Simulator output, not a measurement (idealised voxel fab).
The name of this process module is voxel spacer lines.
We display cut, a cross-section 220 nm in width whose square cells are each 5 nm.
Cross-section, as written here: a square-cell grid given band by band from the top down, where a band holds one or more rows of cells.
Band: top and bottom heights (nm) first, top before bottom; then materials from left to right, widths in nm. "full width" marks a sole material filling the band edge to edge. "air" denotes empty space.
We count height from 0. Below that, the starting wafer is all one material. The lowest band never ends at the bottom but goes on down; see "0 -> down" for how that is written.
You'd read "30->40" like this: the band's top row of cells is as wide as the first number, its bottom row is as wide as the second, and going down, every row changes width by the same amount as the row before did.
Reading "left unchanged" for a step: not a cell of the cross-section changed in it.
Enclosed cavities: empty space of 8 cells or more with no open way to the top, each as width x height at its distance from the left edge, in nm
Where a step's line continues beyond its settings, the continuation is a remark by the simulator itself on that step.
"overlay nm" answers the question of how far to the right of plan the mask lay on a step that has a mask, and when it is negative the answer is to the left.
# Below is the list of planned process steps
| 1 | op RECEIVE | material Si |
| 2 | op CONFORMAL_DEP | material Al2O3 | thk nm 5 |
| 3 | op DIRECTIONAL_DEP | material polySi | thk nm 10 |
| 4 | op DIRECTIONAL_DEP | material aC | thk nm 25 |
| 5 | op PATTERN | tone cover | mask id MANDREL | material resist | width nm 25 | pitch nm 80 | thk nm 35 | overlay nm 0 |
| 6 | op DIRECTIONAL_ETCH | etch materials aC | depth nm 25 |
| 7 | op STRIP | etch materials resist |
| 8 | op CONFORMAL_DEP | material SiN | thk nm 15 |
| 9 | op DIRECTIONAL_ETCH | etch materials SiN | depth nm 15 |
| 10 | op STRIP | etch materials aC |
| 11 | op DIRECTIONAL_ETCH | etch materials polySi | depth nm 10 |
| 12 | op STRIP | etch materials SiN |
# Delivered wafer in cross-section: state after step 1
* 0 -> down | Si full width
* Enclosed cavities: none
# Cross-sectional result after module completion. Note: starting condition and plan are unchanged from above; one processing mistake was made
* 45 -> 40 | polySi: 55, then air: 25, then polySi: 55, then air: 25, then polySi: 55, then air: 5
* 40 -> 20 | polySi: 15, then aC: 25, then polySi: 15, then air: 25, then polySi: 15, then aC: 25, then polySi: 15, then air: 25, then polySi: 15, then aC: 25, then polySi: 15, then air: 5
* 20 -> 15 | polySi: 15, then aC: 25, then polySi: 55, then aC: 25, then polySi: 55, then aC: 25, then polySi: 20
* 15 -> 5 | polySi full width
* 5 -> 0 | Al2O3 full width
* 0 -> down | Si full width
* Enclosed cavities: none
What went wrong in running the wafer? step 8 changed vs plan, executed as op CONFORMAL_DEP | material polySi | thk nm 15
